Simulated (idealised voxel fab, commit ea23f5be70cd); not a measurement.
process module | voxel ribs on slabs
cross-section cut | 250 nm wide | cells 5 nm
A cross-section is a grid of square cells, given in bands from the top down. A band is one or more rows of cells.
Each band's line starts with the height of the band's top and of its bottom, in nm. Then come its materials from left to right, each with its width in nm. One material with "throughout" fills the band from edge to edge. "air" is empty space.
Height 0 is the level under which the wafer as received is all one material. The lowest band goes on downwards, as in "0 down".
A width such as "30 to 40" changes by the same amount from each row of cells to the next, from the band's top row to its bottom row.
"no change" after a step means that no cell of the cross-section changed.
closed voids: empty space of 8 cells or more with no open way to the top, each as width x height at its distance from the left edge, in nm
after a step's settings: what the simulator itself notes on the step
overlay nm, on a step with a mask: how far to the right of its planned place the mask lay; to the left if negative
plan
1 op RECEIVE | material Si
2 op DIRECTIONAL_DEP | material SiO2 | thk nm 20
3 op DIRECTIONAL_DEP | material SiN | thk nm 25
4 op PATTERN | tone cover | mask id RIB | material resist | width nm 25 | thk nm 15 | overlay nm 0
5 op DIRECTIONAL_ETCH | etch materials SiN | depth nm 5
6 op STRIP | etch materials resist
7 op DIRECTIONAL_DEP | material aC | thk nm 10
8 op PATTERN | tone cover | mask id SLAB | material resist | width nm 55 | thk nm 25 | overlay nm 0
9 op DIRECTIONAL_ETCH | etch materials aC | depth nm 10
10 op STRIP | etch materials resist
11 op DIRECTIONAL_ETCH | etch materials SiN | depth nm 20
12 op STRIP | etch materials aC
13 op FILL_DEP | material SiO2 | thk nm 25
14 op CMP | height nm 65
15 op DIRECTIONAL_DEP | material TiN | thk nm 10
16 op DIRECTIONAL_DEP | material aC | thk nm 15
17 op PATTERN | tone cover | mask id HEATER | material resist | width nm 35 | thk nm 35 | overlay nm 0
18 op DIRECTIONAL_ETCH | etch materials aC | depth nm 15
19 op STRIP | etch materials resist
20 op DIRECTIONAL_ETCH | etch materials TiN | depth nm 10
21 op STRIP | etch materials aC
22 op CONFORMAL_DEP | material SiN | thk nm 10
first wafer, as planned
as received, after step 1
  0 down: Si throughout
  closed voids: none
after step 2
  20 to 0: SiO2 throughout
  below 0: unchanged
after step 3
  45 to 20: SiN throughout
  below 20: unchanged
after step 4
  60 to 45: air 110 | resist 25 | air 115
  below 45: unchanged
after step 5
  60 to 45: air 110 | resist 25 | air 115
  45 to 40: air 110 | SiN 25 | air 115
  below 40: unchanged
after step 6
  45 to 40: air 110 | SiN 25 | air 115
  below 40: unchanged
after step 7
  55 to 50: air 110 | aC 25 | air 115
  50 to 45: aC throughout
  45 to 40: aC 110 | SiN 25 | aC 115
  below 40: unchanged
after step 8
  80 to 55: air 95 | resist 55 | air 100
  55 to 50: air 95 | resist 15 | aC 25 | resist 15 | air 100
  below 50: unchanged
after step 9
  70 to 55: air 95 | resist 55 | air 100
  55 to 50: air 95 | resist 15 | aC 25 | resist 15 | air 100
  50 to 45: air 95 | aC 55 | air 100
  45 to 40: air 95 | aC 15 | SiN 25 | aC 15 | air 100
  below 40: unchanged
after step 10
  55 to 45: air 110 to 95 | aC 25 to 55 | air 115 to 100
  below 45: unchanged
after step 11
  55 to 45: air 110 to 95 | aC 25 to 55 | air 115 to 100
  45 to 40: air 95 | aC 15 | SiN 25 | aC 15 | air 100
  40 to 20: air 95 | SiN 55 | air 100
  below 20: unchanged
after step 12
  45 to 40: air 110 | SiN 25 | air 115
  below 40: unchanged
after step 13
  70 to 45: SiO2 throughout
  45 to 40: SiO2 110 | SiN 25 | SiO2 115
  40 to 20: SiO2 95 | SiN 55 | SiO2 100
  below 20: unchanged
after step 14
  65 to 45: SiO2 throughout
  below 45: unchanged
after step 15
  75 to 65: TiN throughout
  below 65: unchanged
after step 16
  90 to 75: aC throughout
  below 75: unchanged
after step 17
  125 to 90: air 105 | resist 35 | air 110
  below 90: unchanged
after step 18
  110 to 90: air 105 | resist 35 | air 110
  90 to 75: air 105 | aC 35 | air 110
  below 75: unchanged
after step 19
  90 to 75: air 105 | aC 35 | air 110
  below 75: unchanged
after step 20
  90 to 75: air 105 | aC 35 | air 110
  75 to 65: air 105 | TiN 35 | air 110
  below 65: unchanged
after step 21
  75 to 65: air 105 | TiN 35 | air 110
  below 65: unchanged
after step 22
  85 to 75: air 95 | SiN 55 | air 100
  75 to 65: SiN 105 | TiN 35 | SiN 110
  below 65: unchanged
second wafer: like start, like plan, one mistake. Through step 16 it matches the first wafer
when step 17 should have ended
  125 to 90: air 95 | resist 35 | air 120
  below 90: unchanged
when step 18 should have ended
  110 to 90: air 95 | resist 35 | air 120
  90 to 75: air 95 | aC 35 | air 120
  below 75: unchanged
when step 19 should have ended
  90 to 75: air 95 | aC 35 | air 120
  below 75: unchanged
when step 20 should have ended
  90 to 75: air 95 | aC 35 | air 120
  75 to 65: air 95 | TiN 35 | air 120
  below 65: unchanged
when step 21 should have ended
  75 to 65: air 95 | TiN 35 | air 120
  below 65: unchanged
when step 22 should have ended
  85 to 75: air 85 | SiN 55 | air 110
  75 to 65: SiN 95 | TiN 35 | SiN 120
  below 65: unchanged
what went wrong: step 17 ran as: op PATTERN | tone cover | mask id HEATER | material resist | width nm 35 | thk nm 35 | overlay nm -10
at the end the second wafer has, in cells: as many of each material as the first, in other places
